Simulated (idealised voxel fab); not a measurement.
Process module heading - voxel transistor to metal
The cross-section shown here is cut; it is 170 nm wide and divided into square cells measuring 5 nm on a side.
A cross-section is a grid of square cells, given in bands from the top down. A band is one or more rows of cells.
A band entry consists of two parts. The first gives the height of the band's top and the height of its bottom, in nm. The rest lists the band's materials from left to right, each with its width in nm. A single material labelled with the word "everywhere" fills the band from edge to edge, and the word "empty" marks empty space.
Convention: height 0 is the level below which the wafer, as received, is all one material. The lowest band does not terminate at the bottom but continues downward, represented as "0..down".
Top row gets the first number, bottom row gets the second, and each row in between changes by the same step: that is how a band width like "30..40" works.
Step marked "no change"? Then no cell in the cross-section changed in it.
"Voids lacking openings" contains a list of empty spaces, each no smaller than 8 cells and without an open way to the top, written in the form width x height at distance with the distance from the left edge and all three in nm.
What comes after the settings on a step's line is commentary from the simulator itself on that step.
Steps that use a mask can have "overlay nm" on their line. It says how far the mask sat to the right of where it was meant to be. Negative means to the left.
## The steps planned for the process are as follows
| 1 | RECEIVE (material Si) |
| 2 | CONFORMAL_DEP (material SiO2; thk nm 5) |
| 3 | CONFORMAL_DEP (material SiN; thk nm 15) |
| 4 | DIRECTIONAL_DEP (material aC; thk nm 10) |
| 5 | PATTERN (tone cover; mask id ACTIVE; material resist; width nm 95; thk nm 25; overlay nm 0) |
| 6 | DIRECTIONAL_ETCH (etch materials aC; depth nm 10) |
| 7 | STRIP (etch materials resist) |
| 8 | DIRECTIONAL_ETCH (etch materials SiN; depth nm 15) |
| 9 | DIRECTIONAL_ETCH (etch materials SiO2; depth nm 5) |
| 10 | DIRECTIONAL_ETCH (etch materials Si; depth nm 35) |
| 11 | STRIP (etch materials aC) |
| 12 | OXIDIZE (depth nm 5) |
| 13 | FILL_DEP (material SiO2; thk nm 10) |
| 14 | CMP (height nm 20) |
| 15 | SELECTIVE_ETCH (etch materials SiO2; depth nm 10) |
| 16 | STRIP (etch materials SiN) |
| 17 | SELECTIVE_ETCH (etch materials SiO2; depth nm 5) |
| 18 | OXIDIZE (depth nm 5) |
| 19 | DIRECTIONAL_DEP (material polySi; thk nm 20) |
| 20 | DIRECTIONAL_DEP (material SiCN; thk nm 15) |
| 21 | MASKED_ETCH (tone cover; mask id GATE; width nm 15; etch materials SiCN; depth nm 25; overlay nm 0) |
| 22 | MASKED_ETCH (tone cover; mask id GATE; width nm 15; etch materials polySi; depth nm 30; overlay nm 0) |
| 23 | CONFORMAL_DEP (material SiN; thk nm 10) |
| 24 | DIRECTIONAL_ETCH (etch materials SiN; depth nm 10) |
| 25 | DIRECTIONAL_ETCH (etch materials SiO2; depth nm 5) |
| 26 | DIRECTIONAL_ETCH (etch materials Si; depth nm 5) |
| 27 | EPI (material SiGe; thk nm 10) |
| 28 | FILL_DEP (material SiO2; thk nm 10) |
| 29 | CMP (height nm 35) |
| 30 | DIRECTIONAL_DEP (material SiO2; thk nm 15) |
| 31 | DIRECTIONAL_DEP (material aC; thk nm 15) |
| 32 | PATTERN (tone open; mask id CONTACT; material resist; width nm 15; pitch nm 70; thk nm 30; overlay nm 0) |
| 33 | DIRECTIONAL_ETCH (etch materials aC; depth nm 15) |
| 34 | STRIP (etch materials resist) |
| 35 | DIRECTIONAL_ETCH (etch materials SiO2; depth nm 50) |
| 36 | STRIP (etch materials aC) |
| 37 | CONFORMAL_DEP (material TiN; thk nm 5) |
| 38 | FILL_DEP (material Ru; thk nm 10) |
| 39 | CMP (height nm 50) |
| 40 | DIRECTIONAL_DEP (material TiN; thk nm 5) |
| 41 | DIRECTIONAL_DEP (material W; thk nm 25) |
| 42 | PATTERN (tone cover; mask id METAL_1; material resist; width nm 15; pitch nm 70; thk nm 20; overlay nm 0) |
| 43 | DIRECTIONAL_ETCH (etch materials W; depth nm 25) |
| 44 | DIRECTIONAL_ETCH (etch materials TiN; depth nm 5) |
| 45 | STRIP (etch materials resist) |
| 46 | FILL_DEP (material lowk; thk nm 10) |
| 47 | CMP (height nm 80) |
| 48 | CONFORMAL_DEP (material SiCN; thk nm 5) |
## First wafer, two in total, run as planned
## Incoming wafer, cross-sectional view, post step 1
  0..down: Si everywhere
  Voids lacking openings: none
## Upon completion of step 2, the wafer appears in cross-section as shown
  5..0: SiO2 everywhere
  Heights below 0 show no change.
## Upon completion of step 3, the wafer appears in cross-section as shown
  20..5: SiN everywhere
  Heights below 5 show no change.
## Upon completion of step 4, the wafer appears in cross-section as shown
  30..20: aC everywhere
  Heights below 20 show no change.
## Upon completion of step 5, the wafer appears in cross-section as shown
  55..30: empty=35; resist=95; empty=40
  Heights below 30 show no change.
## Upon completion of step 6, the wafer appears in cross-section as shown
  45..30: empty=35; resist=95; empty=40
  30..20: empty=35; aC=95; empty=40
  Heights below 20 show no change.
## Upon completion of step 7, the wafer appears in cross-section as shown
  30..20: empty=35; aC=95; empty=40
  Heights below 20 show no change.
## Upon completion of step 8, the wafer appears in cross-section as shown
  30..20: empty=35; aC=95; empty=40
  20..5: empty=35; SiN=95; empty=40
  Heights below 5 show no change.
## Upon completion of step 9, the wafer appears in cross-section as shown
  30..20: empty=35; aC=95; empty=40
  20..5: empty=35; SiN=95; empty=40
  5..0: empty=35; SiO2=95; empty=40
  Heights below 0 show no change.
## Upon completion of step 10, the wafer appears in cross-section as shown
  30..20: empty=35; aC=95; empty=40
  20..5: empty=35; SiN=95; empty=40
  5..0: empty=35; SiO2=95; empty=40
  0..-35: empty=35; Si=95; empty=40
  Heights below -35 show no change.
## Upon completion of step 11, the wafer appears in cross-section as shown
  20..5: empty=35; SiN=95; empty=40
  Heights below 5 show no change.
## Upon completion of step 12, the wafer appears in cross-section as shown
  20..5: empty=35; SiN=95; empty=40
  5..0: empty=35; SiO2=95; empty=40
  0..-35: empty=35; SiO2=5; Si=85; SiO2=5; empty=40
  -35..-40: SiO2=40; Si=85; SiO2=45
  Heights below -40 show no change.
## Upon completion of step 13, the wafer appears in cross-section as shown
  30..20: SiO2 everywhere
  20..5: SiO2=35; SiN=95; SiO2=40
  5..0: SiO2 everywhere
  0..-40: SiO2=40; Si=85; SiO2=45
  Heights below -40 show no change.
## Upon completion of step 14, the wafer appears in cross-section as shown
  20..5: SiO2=35; SiN=95; SiO2=40
  Heights below 5 show no change.
## Upon completion of step 15, the wafer appears in cross-section as shown
  20..10: empty=35; SiN=95; empty=40
  Heights below 10 show no change.
## Upon completion of step 16, the wafer appears in cross-section as shown
  10..5: SiO2=35; empty=95; SiO2=40
  Heights below 5 show no change.
## Upon completion of step 17, the wafer appears in cross-section as shown
  5..0: SiO2=30; empty=105; SiO2=35
  Heights below 0 show no change.
## Upon completion of step 18, the wafer appears in cross-section as shown
  5..0: SiO2=30; empty=105; SiO2=35
  0..-5: SiO2 everywhere
  Heights below -5 show no change.
## Upon completion of step 19, the wafer appears in cross-section as shown
  25..20: polySi=30; empty=105; polySi=35
  20..5: polySi everywhere
  5..0: SiO2=30; polySi=105; SiO2=35
  Heights below 0 show no change.
## Upon completion of step 20, the wafer appears in cross-section as shown
  40..35: SiCN=30; empty=105; SiCN=35
  35..25: SiCN everywhere
  25..20: polySi=30; SiCN=105; polySi=35
  Heights below 20 show no change.
## Upon completion of step 21, the wafer appears in cross-section as shown
  35..25: empty=75; SiCN=15; empty=80
  25..20: polySi=30; empty=45; SiCN=15; empty=45; polySi=35
  Heights below 20 show no change.
## Upon completion of step 22, the wafer appears in cross-section as shown
  35..20: empty=75; SiCN=15; empty=80
  20..5: empty=75; polySi=15; empty=80
  5..0: SiO2=30; empty=45; polySi=15; empty=45; SiO2=35
  Heights below 0 show no change.
## Upon completion of step 23, the wafer appears in cross-section as shown
  45..35: empty=65; SiN=35; empty=70
  35..20: empty=65; SiN=10; SiCN=15; SiN=10; empty=70
  20..15: empty=65; SiN=10; polySi=15; SiN=10; empty=70
  15..10: SiN=40; empty=25; SiN=10; polySi=15; SiN=10; empty=25; SiN=45
  10..5: SiN=75; polySi=15; SiN=80
  5..0: SiO2=30; SiN=45; polySi=15; SiN=45; SiO2=35
  Heights below 0 show no change.
## Upon completion of step 24, the wafer appears in cross-section as shown
  35..20: empty=65; SiN=10; SiCN=15; SiN=10; empty=70
  20..5: empty=65; SiN=10; polySi=15; SiN=10; empty=70
  5..0: SiO2=30; SiN=10; empty=25; SiN=10; polySi=15; SiN=10; empty=25; SiN=10; SiO2=35
  Heights below 0 show no change.
## Upon completion of step 25, the wafer appears in cross-section as shown
  35..20: empty=65; SiN=10; SiCN=15; SiN=10; empty=70
  20..5: empty=65; SiN=10; polySi=15; SiN=10; empty=70
  5..0: empty=30; SiN=10; empty=25; SiN=10; polySi=15; SiN=10; empty=25; SiN=10; empty=35
  0..-5: SiO2=40; empty=25; SiO2=35; empty=25; SiO2=45
  Heights below -5 show no change.
## Upon completion of step 26, the wafer appears in cross-section as shown
  35..20: empty=65; SiN=10; SiCN=15; SiN=10; empty=70
  20..5: empty=65; SiN=10; polySi=15; SiN=10; empty=70
  5..0: empty=30; SiN=10; empty=25; SiN=10; polySi=15; SiN=10; empty=25; SiN=10; empty=35
  0..-5: SiO2=40; empty=25; SiO2=35; empty=25; SiO2=45
  -5..-10: SiO2=40; empty=25; Si=35; empty=25; SiO2=45
  Heights below -10 show no change.
## Upon completion of step 27, the wafer appears in cross-section as shown
  35..20: empty=65; SiN=10; SiCN=15; SiN=10; empty=70
  20..5: empty=65; SiN=10; polySi=15; SiN=10; empty=70
  5..0: empty=30; SiN=10; empty=15; SiGe=10; SiN=10; polySi=15; SiN=10; SiGe=10; empty=15; SiN=10; empty=35
  0..-5: SiO2=40; SiGe=25; SiO2=35; SiGe=25; SiO2=45
  -5..-10: SiO2=40; SiGe=25; Si=35; SiGe=25; SiO2=45
  Heights below -10 show no change.
## Upon completion of step 28, the wafer appears in cross-section as shown
  45..35: SiO2 everywhere
  35..20: SiO2=65; SiN=10; SiCN=15; SiN=10; SiO2=70
  20..5: SiO2=65; SiN=10; polySi=15; SiN=10; SiO2=70
  5..0: SiO2=30; SiN=10; SiO2=15; SiGe=10; SiN=10; polySi=15; SiN=10; SiGe=10; SiO2=15; SiN=10; SiO2=35
  Heights below 0 show no change.
## Upon completion of step 29, the wafer appears in cross-section as shown
  35..20: SiO2=65; SiN=10; SiCN=15; SiN=10; SiO2=70
  Heights below 20 show no change.
## Upon completion of step 30, the wafer appears in cross-section as shown
  50..35: SiO2 everywhere
  Heights below 35 show no change.
## Upon completion of step 31, the wafer appears in cross-section as shown
  65..50: aC everywhere
  Heights below 50 show no change.
## Upon completion of step 32, the wafer appears in cross-section as shown
  95..65: resist=40; empty=15; resist=55; empty=15; resist=45
  Heights below 65 show no change.
## Upon completion of step 33, the wafer appears in cross-section as shown
  80..65: resist=40; empty=15; resist=55; empty=15; resist=45
  65..50: aC=40; empty=15; aC=55; empty=15; aC=45
  Heights below 50 show no change.
## Upon completion of step 34, the wafer appears in cross-section as shown
  65..50: aC=40; empty=15; aC=55; empty=15; aC=45
  Heights below 50 show no change.
## Upon completion of step 35, the wafer appears in cross-section as shown
  65..50: aC=40; empty=15; aC=55; empty=15; aC=45
  50..35: SiO2=40; empty=15; SiO2=55; empty=15; SiO2=45
  35..20: SiO2=40; empty=15; SiO2=10; SiN=10; SiCN=15; SiN=10; SiO2=10; empty=15; SiO2=45
  20..5: SiO2=40; empty=15; SiO2=10; SiN=10; polySi=15; SiN=10; SiO2=10; empty=15; SiO2=45
  5..0: SiO2=30; SiN=10; empty=15; SiGe=10; SiN=10; polySi=15; SiN=10; SiGe=10; empty=15; SiN=10; SiO2=35
  Heights below 0 show no change.
## Upon completion of step 36, the wafer appears in cross-section as shown
  50..35: SiO2=40; empty=15; SiO2=55; empty=15; SiO2=45
  Heights below 35 show no change.
## Upon completion of step 37, the wafer appears in cross-section as shown
  55..50: TiN=45; empty=5; TiN=65; empty=5; TiN=50
  50..35: SiO2=40; TiN=5; empty=5; TiN=5; SiO2=55; TiN=5; empty=5; TiN=5; SiO2=45
  35..20: SiO2=40; TiN=5; empty=5; TiN=5; SiO2=10; SiN=10; SiCN=15; SiN=10; SiO2=10; TiN=5; empty=5; TiN=5; SiO2=45
  20..5: SiO2=40; TiN=5; empty=5; TiN=5; SiO2=10; SiN=10; polySi=15; SiN=10; SiO2=10; TiN=5; empty=5; TiN=5; SiO2=45
  5..0: SiO2=30; SiN=10; TiN=15; SiGe=10; SiN=10; polySi=15; SiN=10; SiGe=10; TiN=15; SiN=10; SiO2=35
  Heights below 0 show no change.
## Upon completion of step 38, the wafer appears in cross-section as shown
  65..55: Ru everywhere
  55..50: TiN=45; Ru=5; TiN=65; Ru=5; TiN=50
  50..35: SiO2=40; TiN=5; Ru=5; TiN=5; SiO2=55; TiN=5; Ru=5; TiN=5; SiO2=45
  35..20: SiO2=40; TiN=5; Ru=5; TiN=5; SiO2=10; SiN=10; SiCN=15; SiN=10; SiO2=10; TiN=5; Ru=5; TiN=5; SiO2=45
  20..5: SiO2=40; TiN=5; Ru=5; TiN=5; SiO2=10; SiN=10; polySi=15; SiN=10; SiO2=10; TiN=5; Ru=5; TiN=5; SiO2=45
  Heights below 5 show no change.
## Upon completion of step 39, the wafer appears in cross-section as shown
  50..35: SiO2=40; TiN=5; Ru=5; TiN=5; SiO2=55; TiN=5; Ru=5; TiN=5; SiO2=45
  Heights below 35 show no change.
## Upon completion of step 40, the wafer appears in cross-section as shown
  55..50: TiN everywhere
  Heights below 50 show no change.
## Upon completion of step 41, the wafer appears in cross-section as shown
  80..55: W everywhere
  Heights below 55 show no change.
## Upon completion of step 42, the wafer appears in cross-section as shown
  100..80: empty=40; resist=15; empty=55; resist=15; empty=45
  Heights below 80 show no change.
## Upon completion of step 43, the wafer appears in cross-section as shown
  100..80: empty=40; resist=15; empty=55; resist=15; empty=45
  80..55: empty=40; W=15; empty=55; W=15; empty=45
  Heights below 55 show no change.
## Upon completion of step 44, the wafer appears in cross-section as shown
  100..80: empty=40; resist=15; empty=55; resist=15; empty=45
  80..55: empty=40; W=15; empty=55; W=15; empty=45
  55..50: empty=40; TiN=15; empty=55; TiN=15; empty=45
  Heights below 50 show no change.
## Upon completion of step 45, the wafer appears in cross-section as shown
  80..55: empty=40; W=15; empty=55; W=15; empty=45
  Heights below 55 show no change.
## Upon completion of step 46, the wafer appears in cross-section as shown
  90..80: lowk everywhere
  80..55: lowk=40; W=15; lowk=55; W=15; lowk=45
  55..50: lowk=40; TiN=15; lowk=55; TiN=15; lowk=45
  Heights below 50 show no change.
## Upon completion of step 47, the wafer appears in cross-section as shown
  80..55: lowk=40; W=15; lowk=55; W=15; lowk=45
  Heights below 55 show no change.
## Upon completion of step 48, the wafer appears in cross-section as shown
  85..80: SiCN everywhere
  Heights below 80 show no change.
## Now the other wafer: same start, same recipe, but we messed up one thing when running it. Up to and including step 39 it's the same as the first one
## Second wafer, cut view, end of step 40 per plan
  55..50: SiO2 everywhere
  Heights below 50 show no change.
## Second wafer, cut view, end of step 41 per plan
  80..55: W everywhere
  Heights below 55 show no change.
## Second wafer, cut view, end of step 42 per plan
  100..80: empty=40; resist=15; empty=55; resist=15; empty=45
  Heights below 80 show no change.
## Second wafer, cut view, end of step 43 per plan
  100..80: empty=40; resist=15; empty=55; resist=15; empty=45
  80..55: empty=40; W=15; empty=55; W=15; empty=45
  Heights below 55 show no change.
Second wafer, cut view, end of step 44 per plan: no change
## Second wafer, cut view, end of step 45 per plan
  80..55: empty=40; W=15; empty=55; W=15; empty=45
  Heights below 55 show no change.
## Second wafer, cut view, end of step 46 per plan
  90..80: lowk everywhere
  80..55: lowk=40; W=15; lowk=55; W=15; lowk=45
  Heights below 55 show no change.
## Second wafer, cut view, end of step 47 per plan
  80..55: lowk=40; W=15; lowk=55; W=15; lowk=45
  Heights below 55 show no change.
## Second wafer, cut view, end of step 48 per plan
  85..80: SiCN everywhere
  Heights below 80 show no change.
It is concluded that the wafer was processed incorrectly with respect to the plan, in that step 40 deviated from plan and actually ran as DIRECTIONAL_DEP (material SiO2; thk nm 5)
Cell-count delta at end, second wafer over first, by material: +34 SiO2 | -6 TiN | -28 lowk
